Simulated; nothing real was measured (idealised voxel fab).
process module | voxel ribs on slabs
cross-section cut | 165 nm wide | cells 5 nm
A cross-section is a grid of square cells, given in bands from the top down. A band is one or more rows of cells.
Each band's line starts with the height of the band's top and of its bottom, in nm. Then come its materials from left to right, each with its width in nm. One material with "throughout" fills the band from edge to edge. "air" is empty space.
Height 0 is the level under which the wafer as received is all one material. The lowest band goes on downwards, as in "0 down".
A width such as "30 to 40" changes by the same amount from each row of cells to the next, from the band's top row to its bottom row.
"no change" after a step means that no cell of the cross-section changed.
closed voids: empty space of 8 cells or more with no open way to the top, each as width x height at its distance from the left edge, in nm
after a step's settings: what the simulator itself notes on the step
overlay nm, on a step with a mask: how far to the right of its planned place the mask lay; to the left if negative
plan
1 op RECEIVE | material Si
2 op DIRECTIONAL_DEP | material SiO2 | thk nm 30
3 op DIRECTIONAL_DEP | material SiN | thk nm 15
4 op DIRECTIONAL_DEP | material aC | thk nm 10
5 op PATTERN | tone cover | mask id RIB | material resist | width nm 25 | thk nm 25 | overlay nm 0
6 op DIRECTIONAL_ETCH | etch materials aC | depth nm 10
7 op STRIP | etch materials resist
8 op DIRECTIONAL_ETCH | etch materials SiN | depth nm 10
9 op STRIP | etch materials aC
10 op MASKED_ETCH | tone cover | mask id SLAB | width nm 55 | etch materials SiN | depth nm 5 | overlay nm 0
11 op FILL_DEP | material SiO2 | thk nm 25
12 op CMP | height nm 65
13 op DIRECTIONAL_DEP | material TiN | thk nm 5
14 op DIRECTIONAL_DEP | material aC | thk nm 10
15 op PATTERN | tone cover | mask id HEATER | material resist | width nm 35 | thk nm 30 | overlay nm 0
16 op DIRECTIONAL_ETCH | etch materials aC | depth nm 10
17 op STRIP | etch materials resist
18 op DIRECTIONAL_ETCH | etch materials TiN | depth nm 5
19 op STRIP | etch materials aC
20 op CONFORMAL_DEP | material SiO2 | thk nm 10
first wafer, as planned
as received, after step 1
  0 down: Si throughout
  closed voids: none
after step 2
  30 to 0: SiO2 throughout
  below 0: unchanged
after step 3
  45 to 30: SiN throughout
  below 30: unchanged
after step 4
  55 to 45: aC throughout
  below 45: unchanged
after step 5
  80 to 55: air 70 | resist 25 | air 70
  below 55: unchanged
after step 6
  70 to 55: air 70 | resist 25 | air 70
  55 to 45: air 70 | aC 25 | air 70
  below 45: unchanged
after step 7
  55 to 45: air 70 | aC 25 | air 70
  below 45: unchanged
after step 8
  55 to 45: air 70 | aC 25 | air 70
  45 to 35: air 70 | SiN 25 | air 70
  below 35: unchanged
after step 9
  45 to 35: air 70 | SiN 25 | air 70
  below 35: unchanged
after step 10
  45 to 35: air 70 | SiN 25 | air 70
  35 to 30: air 55 | SiN 55 | air 55
  below 30: unchanged
after step 11
  70 to 45: SiO2 throughout
  45 to 35: SiO2 70 | SiN 25 | SiO2 70
  35 to 30: SiO2 55 | SiN 55 | SiO2 55
  below 30: unchanged
after step 12
  65 to 45: SiO2 throughout
  below 45: unchanged
after step 13
  70 to 65: TiN throughout
  below 65: unchanged
after step 14
  80 to 70: aC throughout
  below 70: unchanged
after step 15
  110 to 80: air 65 | resist 35 | air 65
  below 80: unchanged
after step 16
  100 to 80: air 65 | resist 35 | air 65
  80 to 70: air 65 | aC 35 | air 65
  below 70: unchanged
after step 17
  80 to 70: air 65 | aC 35 | air 65
  below 70: unchanged
after step 18
  80 to 70: air 65 | aC 35 | air 65
  70 to 65: air 65 | TiN 35 | air 65
  below 65: unchanged
after step 19
  70 to 65: air 65 | TiN 35 | air 65
  below 65: unchanged
after step 20
  80 to 75: air 55 | SiO2 55 | air 55
  75 to 70: SiO2 throughout
  70 to 65: SiO2 65 | TiN 35 | SiO2 65
  below 65: unchanged
second wafer: like start, like plan, one mistake. Through step 10 it matches the first wafer
when step 11 should have ended
  70 to 45: TiN throughout
  45 to 35: TiN 70 | SiN 25 | TiN 70
  35 to 30: TiN 55 | SiN 55 | TiN 55
  below 30: unchanged
when step 12 should have ended
  65 to 45: TiN throughout
  below 45: unchanged
when step 13 should have ended
  70 to 45: TiN throughout
  below 45: unchanged
when step 14 should have ended
  80 to 70: aC throughout
  below 70: unchanged
when step 15 should have ended
  110 to 80: air 65 | resist 35 | air 65
  below 80: unchanged
when step 16 should have ended
  100 to 80: air 65 | resist 35 | air 65
  80 to 70: air 65 | aC 35 | air 65
  below 70: unchanged
when step 17 should have ended
  80 to 70: air 65 | aC 35 | air 65
  below 70: unchanged
when step 18 should have ended
  80 to 70: air 65 | aC 35 | air 65
  70 to 65: air 65 | TiN 35 | air 65
  below 65: unchanged
when step 19 should have ended
  70 to 65: air 65 | TiN 35 | air 65
  below 65: unchanged
when step 20 should have ended
  80 to 75: air 55 | SiO2 55 | air 55
  75 to 70: SiO2 throughout
  70 to 65: SiO2 65 | TiN 35 | SiO2 65
  below 65: unchanged
what went wrong: step 11 ran as: op FILL_DEP | material TiN | thk nm 25
at the end the second wafer has, in cells: 210 fewer of SiO2 | 210 more of TiN
